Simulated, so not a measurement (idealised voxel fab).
Documented hereafter: the process module known as voxel self aligned contacts.
Square cell edge 5 nm, section width 145 nm, ID cut.
Cross-section spec: square-cell grid; bands listed top down; each band is one or more rows.
The band entry comprises the height of the band's top followed by the height of its bottom, expressed in nm, and subsequently the band's materials from left to right, each stated together with its width in nm. Where a single material is marked with the word "throughout", that material fills the band from edge to edge. The word "blank" represents empty space.
It should be noted that heights are counted from 0, beneath which the wafer as supplied is of one material throughout, and that the lowest band possesses no lower boundary but continues downward, as written in "0 nm and below".
When a width is written as two numbers, as in "30->40", the first number is the width in the top row of cells of the band and the second is the width in its bottom row, and the width changes by the same amount from each row to the next.
A step reported as "no change occurred" is a step in which no cell of the cross-section changed.
"Unvented cavities" - sealed voids, min. 8 cells, no opening to top; format: width x height at distance (distance from left edge; nm throughout).
Step line, after settings: the simulator's comment on this step.
The line of a step may include "overlay nm". On a step with a mask, this value is how far to the right of its planned place the mask lay. A negative value means the mask lay to the left.
So here's the lineup of process steps we planned
1: RECEIVE [material Si]
2: CONFORMAL_DEP [material SiO2] [thk nm 5]
3: DIRECTIONAL_DEP [material polySi] [thk nm 30]
4: DIRECTIONAL_DEP [material SiN] [thk nm 20]
5: DIRECTIONAL_DEP [material aC] [thk nm 15]
6: PATTERN [tone cover] [mask id GATE] [material resist] [width nm 30] [pitch nm 55] [thk nm 30] [overlay nm 0]
7: DIRECTIONAL_ETCH [etch materials aC] [depth nm 15]
8: STRIP [etch materials resist]
9: DIRECTIONAL_ETCH [etch materials SiN] [depth nm 20]
10: DIRECTIONAL_ETCH [etch materials polySi] [depth nm 30]
11: STRIP [etch materials aC]
12: CONFORMAL_DEP [material SiN] [thk nm 5]
13: DIRECTIONAL_ETCH [etch materials SiN] [depth nm 5]
14: FILL_DEP [material SiO2] [thk nm 10]
15: CMP [height nm 60]
16: MASKED_ETCH [tone open] [mask id CONTACT] [width nm 35] [etch materials SiO2] [depth nm 60] [overlay nm 0]
17: CONFORMAL_DEP [material TiN] [thk nm 5]
18: FILL_DEP [material W] [thk nm 10]
19: CMP [height nm 60]
20: CONFORMAL_DEP [material SiN] [thk nm 5]
Delivered wafer in cross-section: state after step 1
- 0 nm and below = Si throughout
- Unvented cavities: none
Cross-sectional view of the first of the two wafers upon completion of the module, processed in accordance with the plan
- 65 nm to 60 nm = SiN throughout
- 60 nm to 55 nm = 55 SiO2, 15 TiN, 5 W, 15 TiN, 55 SiO2
- 55 nm to 35 nm = 25 SiO2, 40 SiN, 5 TiN, 5 W, 5 TiN, 40 SiN, 25 SiO2
- 35 nm to 5 nm = 25 SiO2, 5 SiN, 30 polySi, 5 SiN, 5 TiN, 5 W, 5 TiN, 5 SiN, 30 polySi, 5 SiN, 25 SiO2
- 5 nm to 0 nm = 65 SiO2, 15 TiN, 65 SiO2
- 0 nm and below = Si throughout
- Unvented cavities: none
Second wafer through the module, sectioned at the end: same beginning and same plan as the first wafer, with one mistake in carrying it out
- 65 nm to 60 nm = SiN throughout
- 60 nm to 55 nm = 20 W, 35 TiN, 35 SiO2, 35 TiN, 20 W
- 55 nm to 35 nm = 20 W, 5 TiN, 40 SiN, 15 SiO2, 40 SiN, 5 TiN, 20 W
- 35 nm to 5 nm = 20 W, 5 TiN, 5 SiN, 30 polySi, 5 SiN, 15 SiO2, 5 SiN, 30 polySi, 5 SiN, 5 TiN, 20 W
- 5 nm to 0 nm = 25 TiN, 95 SiO2, 25 TiN
- 0 nm and below = Si throughout
- Unvented cavities: none
It is concluded that the wafer was processed incorrectly with respect to the plan, in that contrary to plan, step 16 was performed as MASKED_ETCH [tone cover] [mask id CONTACT] [width nm 35] [etch materials SiO2] [depth nm 60] [overlay nm 0]
Cell-count delta at end, second wafer over first, by material: 92 fewer of SiO2; 15 more of TiN; 77 more of W
